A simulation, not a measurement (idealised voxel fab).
The following is a process module called voxel tone inversion.
It is cross-section cut that appears here, measuring 215 nm in width, its square cells being 5 nm in size.
Cross-section, as written here: a square-cell grid given band by band from the top down, where a band holds one or more rows of cells.
The band entry comprises the height of the band's top followed by the height of its bottom, expressed in nm, and subsequently the band's materials from left to right, each stated together with its width in nm. Where a single material is marked with the word "all across", that material fills the band from edge to edge. The word "air" represents empty space.
The reference from which all heights are counted is 0, the level beneath which the as-received wafer is entirely one material; the lowest band, having no lower bound, proceeds downward and is written after the example "0 -> down".
Width spec "30..40" -> top row of cells at first value, bottom row at second value, equal per-row change in between.
When a step is marked "no change", none of the cells in the cross-section changed during that step.
Empty spaces counting at least 8 cells and having no open way to the top are listed in "Fully sealed cavities". The notation width x height at distance is used for each, the distance being from the left edge and all three values in nm.
Text after the settings on a step's line: the simulator's own remark on that step.
If you see "overlay nm" on a step's line and that step has a mask, it's telling you how far right of where it was planned the mask ended up; a negative number means it went left instead.
List of planned process steps
- 1: RECEIVE, material Si
- 2: CONFORMAL_DEP, material SiN, thk nm 10
- 3: DIRECTIONAL_DEP, material polySi, thk nm 25
- 4: PATTERN, tone cover, mask id POSTS, material resist, width nm 20, pitch nm 50, thk nm 35, overlay nm 0
- 5: DIRECTIONAL_ETCH, etch materials polySi, depth nm 25
- 6: STRIP, etch materials resist
- 7: FILL_DEP, material lowk, thk nm 5
- 8: CMP, height nm 35
- 9: STRIP, etch materials polySi
- 10: CONFORMAL_DEP, material TiN, thk nm 5
- 11: FILL_DEP, material Ru, thk nm 10
- 12: CMP, height nm 35
- 13: CONFORMAL_DEP, material SiCN, thk nm 5
First of two wafers, processed according to plan
As-received wafer cross-section (after step 1)
> 0 -> down  Si all across
> Fully sealed cavities: none
Once step 2 is through, the wafer looks like this in cross-section
> 10 -> 0  SiN all across
> Below a height of 0, the structure has not been altered.
Once step 3 is through, the wafer looks like this in cross-section
> 35 -> 10  polySi all across
> Below a height of 10, the structure has not been altered.
Once step 4 is through, the wafer looks like this in cross-section
> 70 -> 35  air: 45, then resist: 20, then air: 30, then resist: 20, then air: 30, then resist: 20, then air: 50
> Below a height of 35, the structure has not been altered.
Once step 5 is through, the wafer looks like this in cross-section
> 70 -> 35  air: 45, then resist: 20, then air: 30, then resist: 20, then air: 30, then resist: 20, then air: 50
> 35 -> 10  air: 45, then polySi: 20, then air: 30, then polySi: 20, then air: 30, then polySi: 20, then air: 50
> Below a height of 10, the structure has not been altered.
Once step 6 is through, the wafer looks like this in cross-section
> 35 -> 10  air: 45, then polySi: 20, then air: 30, then polySi: 20, then air: 30, then polySi: 20, then air: 50
> Below a height of 10, the structure has not been altered.
Once step 7 is through, the wafer looks like this in cross-section
> 40 -> 35  lowk all across
> 35 -> 10  lowk: 45, then polySi: 20, then lowk: 30, then polySi: 20, then lowk: 30, then polySi: 20, then lowk: 50
> Below a height of 10, the structure has not been altered.
Once step 8 is through, the wafer looks like this in cross-section
> 35 -> 10  lowk: 45, then polySi: 20, then lowk: 30, then polySi: 20, then lowk: 30, then polySi: 20, then lowk: 50
> Below a height of 10, the structure has not been altered.
Once step 9 is through, the wafer looks like this in cross-section
> 35 -> 10  lowk: 45, then air: 20, then lowk: 30, then air: 20, then lowk: 30, then air: 20, then lowk: 50
> Below a height of 10, the structure has not been altered.
Once step 10 is through, the wafer looks like this in cross-section
> 40 -> 35  TiN: 50, then air: 10, then TiN: 40, then air: 10, then TiN: 40, then air: 10, then TiN: 55
> 35 -> 15  lowk: 45, then TiN: 5, then air: 10, then TiN: 5, then lowk: 30, then TiN: 5, then air: 10, then TiN: 5, then lowk: 30, then TiN: 5, then air: 10, then TiN: 5, then lowk: 50
> 15 -> 10  lowk: 45, then TiN: 20, then lowk: 30, then TiN: 20, then lowk: 30, then TiN: 20, then lowk: 50
> Below a height of 10, the structure has not been altered.
Once step 11 is through, the wafer looks like this in cross-section
> 50 -> 40  Ru all across
> 40 -> 35  TiN: 50, then Ru: 10, then TiN: 40, then Ru: 10, then TiN: 40, then Ru: 10, then TiN: 55
> 35 -> 15  lowk: 45, then TiN: 5, then Ru: 10, then TiN: 5, then lowk: 30, then TiN: 5, then Ru: 10, then TiN: 5, then lowk: 30, then TiN: 5, then Ru: 10, then TiN: 5, then lowk: 50
> Below a height of 15, the structure has not been altered.
Once step 12 is through, the wafer looks like this in cross-section
> 35 -> 15  lowk: 45, then TiN: 5, then Ru: 10, then TiN: 5, then lowk: 30, then TiN: 5, then Ru: 10, then TiN: 5, then lowk: 30, then TiN: 5, then Ru: 10, then TiN: 5, then lowk: 50
> Below a height of 15, the structure has not been altered.
Once step 13 is through, the wafer looks like this in cross-section
> 40 -> 35  SiCN all across
> Below a height of 35, the structure has not been altered.
Companion wafer, the second of two: same beginning, same intended sequence, one mistake in carrying it out; through step 1 inclusive it tracks the first exactly
The second wafer in cross-section, at the planned close of step 2
> 25 -> 0  polySi all across
> Below a height of 0, the structure has not been altered.
The second wafer in cross-section, at the planned close of step 3
> 35 -> 25  SiN all across
> Below a height of 25, the structure has not been altered.
The second wafer in cross-section, at the planned close of step 4
> 70 -> 35  air: 45, then resist: 20, then air: 30, then resist: 20, then air: 30, then resist: 20, then air: 50
> Below a height of 35, the structure has not been altered.
The second wafer in cross-section, at the planned close of step 5: no change
The second wafer in cross-section, at the planned close of step 6
> 35 -> 25  SiN all across
> Below a height of 25, the structure has not been altered.
The second wafer in cross-section, at the planned close of step 7
> 40 -> 35  lowk all across
> Below a height of 35, the structure has not been altered.
The second wafer in cross-section, at the planned close of step 8
> 35 -> 25  SiN all across
> Below a height of 25, the structure has not been altered.
The second wafer in cross-section, at the planned close of step 9: no change
The second wafer in cross-section, at the planned close of step 10
> 40 -> 35  TiN all across
> Below a height of 35, the structure has not been altered.
The second wafer in cross-section, at the planned close of step 11
> 50 -> 40  Ru all across
> Below a height of 40, the structure has not been altered.
The second wafer in cross-section, at the planned close of step 12
> 35 -> 25  SiN all across
> Below a height of 25, the structure has not been altered.
The second wafer in cross-section, at the planned close of step 13
> 40 -> 35  SiCN all across
> Below a height of 35, the structure has not been altered.
Processing error: mixed up steps 2 and 3 - ran each in the other's place
Materials where the second wafer ends with more or fewer cells than the first: Ru -24 | TiN -36 | lowk -155 | polySi +215
